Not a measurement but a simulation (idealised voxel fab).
process module | voxel self aligned vias
cross-section cut | 150 nm wide | cells 5 nm
A cross-section is a grid of square cells, given in bands from the top down. A band is one or more rows of cells.
Each band's line starts with the height of the band's top and of its bottom, in nm. Then come its materials from left to right, each with its width in nm. One material with "throughout" fills the band from edge to edge. "air" is empty space.
Height 0 is the level under which the wafer as received is all one material. The lowest band goes on downwards, as in "0 down".
A width such as "30 to 40" changes by the same amount from each row of cells to the next, from the band's top row to its bottom row.
"no change" after a step means that no cell of the cross-section changed.
closed voids: empty space of 8 cells or more with no open way to the top, each as width x height at its distance from the left edge, in nm
after a step's settings: what the simulator itself notes on the step
overlay nm, on a step with a mask: how far to the right of its planned place the mask lay; to the left if negative
plan
1 op RECEIVE | material Si
2 op CONFORMAL_DEP | material SiO2 | thk nm 10
3 op CONFORMAL_DEP | material SiCN | thk nm 5
4 op DIRECTIONAL_DEP | material lowk | thk nm 20
5 op DIRECTIONAL_DEP | material aC | thk nm 15
6 op PATTERN | tone open | mask id LINES | material resist | width nm 20 | pitch nm 65 | thk nm 30 | overlay nm 0
7 op DIRECTIONAL_ETCH | etch materials aC | depth nm 15
8 op STRIP | etch materials resist
9 op DIRECTIONAL_ETCH | etch materials lowk | depth nm 20
10 op STRIP | etch materials aC
11 op CONFORMAL_DEP | material TiN | thk nm 5
12 op FILL_DEP | material Ru | thk nm 10
13 op CMP | height nm 35
14 op SELECTIVE_ETCH | etch materials W Ru TiN | depth nm 10
15 op FILL_DEP | material SiN | thk nm 10
16 op CMP | height nm 35
17 op DIRECTIONAL_DEP | material lowk | thk nm 20
18 op PATTERN | tone open | mask id VIAS | material resist | width nm 40 | thk nm 20 | overlay nm 0
19 op DIRECTIONAL_ETCH | etch materials lowk | depth nm 20
20 op DIRECTIONAL_ETCH | etch materials SiN | depth nm 10
21 op STRIP | etch materials resist
22 op CONFORMAL_DEP | material TiN | thk nm 5
23 op FILL_DEP | material Ru | thk nm 10
24 op CMP | height nm 55
25 op CONFORMAL_DEP | material SiN | thk nm 5
varied across the wafers: width nm of step 6. The plan shows the first wafer's value. All wafers start alike
first wafer as received, after step 1
  0 down: Si throughout
  closed voids: none
first wafer at the end, after step 25
  60 to 55: SiN throughout
  55 to 40: lowk 20 | TiN 5 | Ru 30 | TiN 5 | lowk 90
  40 to 35: lowk 20 | TiN 15 | Ru 10 | TiN 15 | lowk 90
  35 to 30: lowk 30 | TiN 5 | Ru 10 | TiN 5 | lowk 45 | SiN 20 | lowk 35
  30 to 25: lowk 30 | TiN 20 | lowk 45 | SiN 20 | lowk 35
  25 to 20: lowk 30 | TiN 5 | Ru 10 | TiN 5 | lowk 45 | TiN 5 | Ru 10 | TiN 5 | lowk 35
  20 to 15: lowk 30 | TiN 20 | lowk 45 | TiN 20 | lowk 35
  15 to 10: SiCN throughout
  10 to 0: SiO2 throughout
  0 down: Si throughout
  closed voids: none
last wafer at the end
  60 to 55: SiN throughout
  55 to 35: lowk 20 | TiN 5 | Ru 30 | TiN 5 | lowk 90
  35 to 30: lowk 20 | TiN 5 | Ru 30 | TiN 5 | SiN 5 | lowk 20 | SiN 45 | lowk 20
  30 to 25: lowk 20 | TiN 40 | SiN 5 | lowk 20 | SiN 45 | lowk 20
  25 to 20: lowk 20 | TiN 5 | Ru 35 | TiN 5 | lowk 20 | TiN 5 | Ru 35 | TiN 5 | lowk 20
  20 to 15: lowk 20 | TiN 45 | lowk 20 | TiN 45 | lowk 20
  15 to 10: SiCN throughout
  10 to 0: SiO2 throughout
  0 down: Si throughout
  closed voids: none
each wafer at the end: cells of each material gained (+) or lost (-) since it was received, then its closed voids
width nm 20 | +26 Ru | +30 SiCN | +38 SiN | +60 SiO2 | +30 TiN | +176 lowk | closed voids: none
width nm 25 | +30 Ru | +30 SiCN | +40 SiN | +60 SiO2 | +32 TiN | +168 lowk | closed voids: none
width nm 30 | +34 Ru | +30 SiCN | +42 SiN | +60 SiO2 | +34 TiN | +160 lowk | closed voids: none
width nm 35 | +38 Ru | +30 SiCN | +44 SiN | +60 SiO2 | +36 TiN | +152 lowk | closed voids: none
width nm 40 | +42 Ru | +30 SiCN | +46 SiN | +60 SiO2 | +38 TiN | +144 lowk | closed voids: none
width nm 45 | +44 Ru | +30 SiCN | +50 SiN | +60 SiO2 | +40 TiN | +136 lowk | closed voids: none
